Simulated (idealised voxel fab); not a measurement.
process module | voxel self aligned vias
cross-section cut | 240 nm wide | cells 5 nm
A cross-section is a grid of square cells, given in bands from the top down. A band is one or more rows of cells.
Each band's line starts with the height of the band's top and of its bottom, in nm. Then come its materials from left to right, each with its width in nm. One material with "throughout" fills the band from edge to edge. "air" is empty space.
Height 0 is the level under which the wafer as received is all one material. The lowest band goes on downwards, as in "0 down".
A width such as "30 to 40" changes by the same amount from each row of cells to the next, from the band's top row to its bottom row.
"no change" after a step means that no cell of the cross-section changed.
closed voids: empty space of 8 cells or more with no open way to the top, each as width x height at its distance from the left edge, in nm
after a step's settings: what the simulator itself notes on the step
overlay nm, on a step with a mask: how far to the right of its planned place the mask lay; to the left if negative
plan
1 op RECEIVE | material Si
2 op CONFORMAL_DEP | material SiO2 | thk nm 15
3 op CONFORMAL_DEP | material SiCN | thk nm 5
4 op DIRECTIONAL_DEP | material SiO2 | thk nm 20
5 op DIRECTIONAL_DEP | material aC | thk nm 10
6 op PATTERN | tone open | mask id LINES | material resist | width nm 25 | pitch nm 55 | thk nm 30 | overlay nm 0
7 op DIRECTIONAL_ETCH | etch materials aC | depth nm 10
8 op STRIP | etch materials resist
9 op DIRECTIONAL_ETCH | etch materials SiO2 | depth nm 20
10 op STRIP | etch materials aC
11 op CONFORMAL_DEP | material TiN | thk nm 5
12 op FILL_DEP | material W | thk nm 5
13 op CMP | height nm 40
14 op SELECTIVE_ETCH | etch materials W Ru TiN | depth nm 5
15 op FILL_DEP | material SiN | thk nm 5
16 op CMP | height nm 40
17 op DIRECTIONAL_DEP | material SiO2 | thk nm 20
18 op DIRECTIONAL_DEP | material aC | thk nm 10
19 op PATTERN | tone open | mask id VIAS | material resist | width nm 35 | pitch nm 55 | thk nm 25 | overlay nm 0
20 op DIRECTIONAL_ETCH | etch materials aC | depth nm 10
21 op STRIP | etch materials resist
22 op DIRECTIONAL_ETCH | etch materials SiO2 | depth nm 20
23 op DIRECTIONAL_ETCH | etch materials SiN | depth nm 5
24 op STRIP | etch materials aC
25 op CONFORMAL_DEP | material TiN | thk nm 5
26 op FILL_DEP | material Ru | thk nm 5
27 op CMP | height nm 60
28 op CONFORMAL_DEP | material SiN | thk nm 5
first wafer, as planned
as received, after step 1
  0 down: Si throughout
  closed voids: none
after step 2
  15 to 0: SiO2 throughout
  below 0: unchanged
after step 3
  20 to 15: SiCN throughout
  below 15: unchanged
after step 4
  40 to 20: SiO2 throughout
  below 20: unchanged
after step 5
  50 to 40: aC throughout
  below 40: unchanged
after step 6
  80 to 50: resist 80 | air 25 | resist 30 | air 25 | resist 80
  below 50: unchanged
after step 7
  70 to 50: resist 80 | air 25 | resist 30 | air 25 | resist 80
  50 to 40: aC 80 | air 25 | aC 30 | air 25 | aC 80
  below 40: unchanged
after step 8
  50 to 40: aC 80 | air 25 | aC 30 | air 25 | aC 80
  below 40: unchanged
after step 9
  50 to 40: aC 80 | air 25 | aC 30 | air 25 | aC 80
  40 to 20: SiO2 80 | air 25 | SiO2 30 | air 25 | SiO2 80
  below 20: unchanged
after step 10
  40 to 20: SiO2 80 | air 25 | SiO2 30 | air 25 | SiO2 80
  below 20: unchanged
after step 11
  45 to 40: TiN 85 | air 15 | TiN 40 | air 15 | TiN 85
  40 to 25: SiO2 80 | TiN 5 | air 15 | TiN 5 | SiO2 30 | TiN 5 | air 15 | TiN 5 | SiO2 80
  25 to 20: SiO2 80 | TiN 25 | SiO2 30 | TiN 25 | SiO2 80
  below 20: unchanged
after step 12
  50 to 45: W throughout
  45 to 40: TiN 85 | W 15 | TiN 40 | W 15 | TiN 85
  40 to 25: SiO2 80 | TiN 5 | W 15 | TiN 5 | SiO2 30 | TiN 5 | W 15 | TiN 5 | SiO2 80
  below 25: unchanged
after step 13
  40 to 25: SiO2 80 | TiN 5 | W 15 | TiN 5 | SiO2 30 | TiN 5 | W 15 | TiN 5 | SiO2 80
  below 25: unchanged
after step 14
  40 to 35: SiO2 80 | air 25 | SiO2 30 | air 25 | SiO2 80
  below 35: unchanged
after step 15
  45 to 40: SiN throughout
  40 to 35: SiO2 80 | SiN 25 | SiO2 30 | SiN 25 | SiO2 80
  below 35: unchanged
after step 16
  40 to 35: SiO2 80 | SiN 25 | SiO2 30 | SiN 25 | SiO2 80
  below 35: unchanged
after step 17
  60 to 40: SiO2 throughout
  below 40: unchanged
after step 18
  70 to 60: aC throughout
  below 60: unchanged
after step 19
  95 to 70: resist 75 | air 35 | resist 20 | air 35 | resist 75
  below 70: unchanged
after step 20
  85 to 70: resist 75 | air 35 | resist 20 | air 35 | resist 75
  70 to 60: aC 75 | air 35 | aC 20 | air 35 | aC 75
  below 60: unchanged
after step 21
  70 to 60: aC 75 | air 35 | aC 20 | air 35 | aC 75
  below 60: unchanged
after step 22
  70 to 60: aC 75 | air 35 | aC 20 | air 35 | aC 75
  60 to 40: SiO2 75 | air 35 | SiO2 20 | air 35 | SiO2 75
  below 40: unchanged
after step 23
  70 to 60: aC 75 | air 35 | aC 20 | air 35 | aC 75
  60 to 40: SiO2 75 | air 35 | SiO2 20 | air 35 | SiO2 75
  40 to 35: SiO2 80 | air 25 | SiO2 30 | air 25 | SiO2 80
  below 35: unchanged
after step 24
  60 to 40: SiO2 75 | air 35 | SiO2 20 | air 35 | SiO2 75
  below 40: unchanged
after step 25
  65 to 60: TiN 80 | air 25 | TiN 30 | air 25 | TiN 80
  60 to 45: SiO2 75 | TiN 5 | air 25 | TiN 5 | SiO2 20 | TiN 5 | air 25 | TiN 5 | SiO2 75
  45 to 40: SiO2 75 | TiN 10 | air 15 | TiN 10 | SiO2 20 | TiN 10 | air 15 | TiN 10 | SiO2 75
  40 to 35: SiO2 80 | TiN 25 | SiO2 30 | TiN 25 | SiO2 80
  below 35: unchanged
after step 26
  70 to 65: Ru throughout
  65 to 60: TiN 80 | Ru 25 | TiN 30 | Ru 25 | TiN 80
  60 to 45: SiO2 75 | TiN 5 | Ru 25 | TiN 5 | SiO2 20 | TiN 5 | Ru 25 | TiN 5 | SiO2 75
  45 to 40: SiO2 75 | TiN 10 | Ru 15 | TiN 10 | SiO2 20 | TiN 10 | Ru 15 | TiN 10 | SiO2 75
  below 40: unchanged
after step 27
  60 to 45: SiO2 75 | TiN 5 | Ru 25 | TiN 5 | SiO2 20 | TiN 5 | Ru 25 | TiN 5 | SiO2 75
  below 45: unchanged
after step 28
  65 to 60: SiN throughout
  below 60: unchanged
second wafer: like start, like plan, one mistake. Through step 5 it matches the first wafer
when step 6 should have ended
  80 to 50: resist 70 | air 25 | resist 30 | air 25 | resist 90
  below 50: unchanged
when step 7 should have ended
  70 to 50: resist 70 | air 25 | resist 30 | air 25 | resist 90
  50 to 40: aC 70 | air 25 | aC 30 | air 25 | aC 90
  below 40: unchanged
when step 8 should have ended
  50 to 40: aC 70 | air 25 | aC 30 | air 25 | aC 90
  below 40: unchanged
when step 9 should have ended
  50 to 40: aC 70 | air 25 | aC 30 | air 25 | aC 90
  40 to 20: SiO2 70 | air 25 | SiO2 30 | air 25 | SiO2 90
  below 20: unchanged
when step 10 should have ended
  40 to 20: SiO2 70 | air 25 | SiO2 30 | air 25 | SiO2 90
  below 20: unchanged
when step 11 should have ended
  45 to 40: TiN 75 | air 15 | TiN 40 | air 15 | TiN 95
  40 to 25: SiO2 70 | TiN 5 | air 15 | TiN 5 | SiO2 30 | TiN 5 | air 15 | TiN 5 | SiO2 90
  25 to 20: SiO2 70 | TiN 25 | SiO2 30 | TiN 25 | SiO2 90
  below 20: unchanged
when step 12 should have ended
  50 to 45: W throughout
  45 to 40: TiN 75 | W 15 | TiN 40 | W 15 | TiN 95
  40 to 25: SiO2 70 | TiN 5 | W 15 | TiN 5 | SiO2 30 | TiN 5 | W 15 | TiN 5 | SiO2 90
  below 25: unchanged
when step 13 should have ended
  40 to 25: SiO2 70 | TiN 5 | W 15 | TiN 5 | SiO2 30 | TiN 5 | W 15 | TiN 5 | SiO2 90
  below 25: unchanged
when step 14 should have ended
  40 to 35: SiO2 70 | air 25 | SiO2 30 | air 25 | SiO2 90
  below 35: unchanged
when step 15 should have ended
  45 to 40: SiN throughout
  40 to 35: SiO2 70 | SiN 25 | SiO2 30 | SiN 25 | SiO2 90
  below 35: unchanged
when step 16 should have ended
  40 to 35: SiO2 70 | SiN 25 | SiO2 30 | SiN 25 | SiO2 90
  below 35: unchanged
when step 17 should have ended
  60 to 40: SiO2 throughout
  below 40: unchanged
when step 18 should have ended
  70 to 60: aC throughout
  below 60: unchanged
when step 19 should have ended
  95 to 70: resist 75 | air 35 | resist 20 | air 35 | resist 75
  below 70: unchanged
when step 20 should have ended
  85 to 70: resist 75 | air 35 | resist 20 | air 35 | resist 75
  70 to 60: aC 75 | air 35 | aC 20 | air 35 | aC 75
  below 60: unchanged
when step 21 should have ended
  70 to 60: aC 75 | air 35 | aC 20 | air 35 | aC 75
  below 60: unchanged
when step 22 should have ended
  70 to 60: aC 75 | air 35 | aC 20 | air 35 | aC 75
  60 to 40: SiO2 75 | air 35 | SiO2 20 | air 35 | SiO2 75
  below 40: unchanged
when step 23 should have ended
  70 to 60: aC 75 | air 35 | aC 20 | air 35 | aC 75
  60 to 40: SiO2 75 | air 35 | SiO2 20 | air 35 | SiO2 75
  40 to 35: SiO2 70 | SiN 5 | air 20 | SiO2 30 | SiN 5 | air 20 | SiO2 90
  below 35: unchanged
when step 24 should have ended
  60 to 40: SiO2 75 | air 35 | SiO2 20 | air 35 | SiO2 75
  below 40: unchanged
when step 25 should have ended
  65 to 60: TiN 80 | air 25 | TiN 30 | air 25 | TiN 80
  60 to 45: SiO2 75 | TiN 5 | air 25 | TiN 5 | SiO2 20 | TiN 5 | air 25 | TiN 5 | SiO2 75
  45 to 40: SiO2 75 | TiN 5 | air 10 | TiN 20 | SiO2 20 | TiN 5 | air 10 | TiN 20 | SiO2 75
  40 to 35: SiO2 70 | SiN 5 | TiN 20 | SiO2 30 | SiN 5 | TiN 20 | SiO2 90
  below 35: unchanged
when step 26 should have ended
  70 to 65: Ru throughout
  65 to 60: TiN 80 | Ru 25 | TiN 30 | Ru 25 | TiN 80
  60 to 45: SiO2 75 | TiN 5 | Ru 25 | TiN 5 | SiO2 20 | TiN 5 | Ru 25 | TiN 5 | SiO2 75
  45 to 40: SiO2 75 | TiN 5 | Ru 10 | TiN 20 | SiO2 20 | TiN 5 | Ru 10 | TiN 20 | SiO2 75
  below 40: unchanged
when step 27 should have ended
  60 to 45: SiO2 75 | TiN 5 | Ru 25 | TiN 5 | SiO2 20 | TiN 5 | Ru 25 | TiN 5 | SiO2 75
  below 45: unchanged
when step 28 should have ended
  65 to 60: SiN throughout
  below 60: unchanged
what went wrong: step 6 ran as: op PATTERN | tone open | mask id LINES | material resist | width nm 25 | pitch nm 55 | thk nm 30 | overlay nm -10
at the end the second wafer has, in cells: 2 fewer of Ru | 2 more of SiN
